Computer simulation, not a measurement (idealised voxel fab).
process module | voxel trench capacitor
cross-section cut | 285 nm wide | cells 5 nm
A cross-section is a grid of square cells, given in bands from the top down. A band is one or more rows of cells.
Each band's line starts with the height of the band's top and of its bottom, in nm. Then come its materials from left to right, each with its width in nm. One material with "throughout" fills the band from edge to edge. "air" is empty space.
Height 0 is the level under which the wafer as received is all one material. The lowest band goes on downwards, as in "0 down".
A width such as "30 to 40" changes by the same amount from each row of cells to the next, from the band's top row to its bottom row.
"no change" after a step means that no cell of the cross-section changed.
closed voids: empty space of 8 cells or more with no open way to the top, each as width x height at its distance from the left edge, in nm
after a step's settings: what the simulator itself notes on the step
overlay nm, on a step with a mask: how far to the right of its planned place the mask lay; to the left if negative
plan
1 op RECEIVE | material Si
2 op CONFORMAL_DEP | material SiN | thk nm 10
3 op PATTERN | tone open | mask id TRENCH | material resist | width nm 20 | pitch nm 50 | thk nm 15 | overlay nm 0
4 op DIRECTIONAL_ETCH | etch materials SiN | depth nm 10
5 op DIRECTIONAL_ETCH | etch materials Si | depth nm 35
6 op STRIP | etch materials resist
7 op CONFORMAL_DEP | material SiO2 | thk nm 5
8 op FILL_DEP | material polySi | thk nm 5
9 op CMP | height nm 10
as received, after step 1
  0 down: Si throughout
  closed voids: none
first wafer at the end, as planned
  10 to 0: SiN 105 | SiO2 5 | polySi 10 | SiO2 5 | SiN 30 | SiO2 5 | polySi 10 | SiO2 5 | SiN 110
  0 to -30: Si 105 | SiO2 5 | polySi 10 | SiO2 5 | Si 30 | SiO2 5 | polySi 10 | SiO2 5 | Si 110
  -30 to -35: Si 105 | SiO2 20 | Si 30 | SiO2 20 | Si 110
  -35 down: Si throughout
  closed voids: none
second wafer at the end: like start, like plan, one mistake
  10 to 0: polySi 100 | SiO2 5 | SiN 20 | SiO2 5 | polySi 20 | SiO2 5 | SiN 20 | SiO2 5 | polySi 105
  0 to -30: polySi 100 | SiO2 5 | Si 20 | SiO2 5 | polySi 20 | SiO2 5 | Si 20 | SiO2 5 | polySi 105
  -30 to -35: SiO2 105 | Si 20 | SiO2 30 | Si 20 | SiO2 110
  -35 down: Si throughout
  closed voids: none
what went wrong: step 3 ran as: op PATTERN | tone cover | mask id TRENCH | material resist | width nm 20 | pitch nm 50 | thk nm 15 | overlay nm 0
at the end the second wafer has, in cells: 287 fewer of Si | 82 fewer of SiN | 41 more of SiO2 | 328 more of polySi
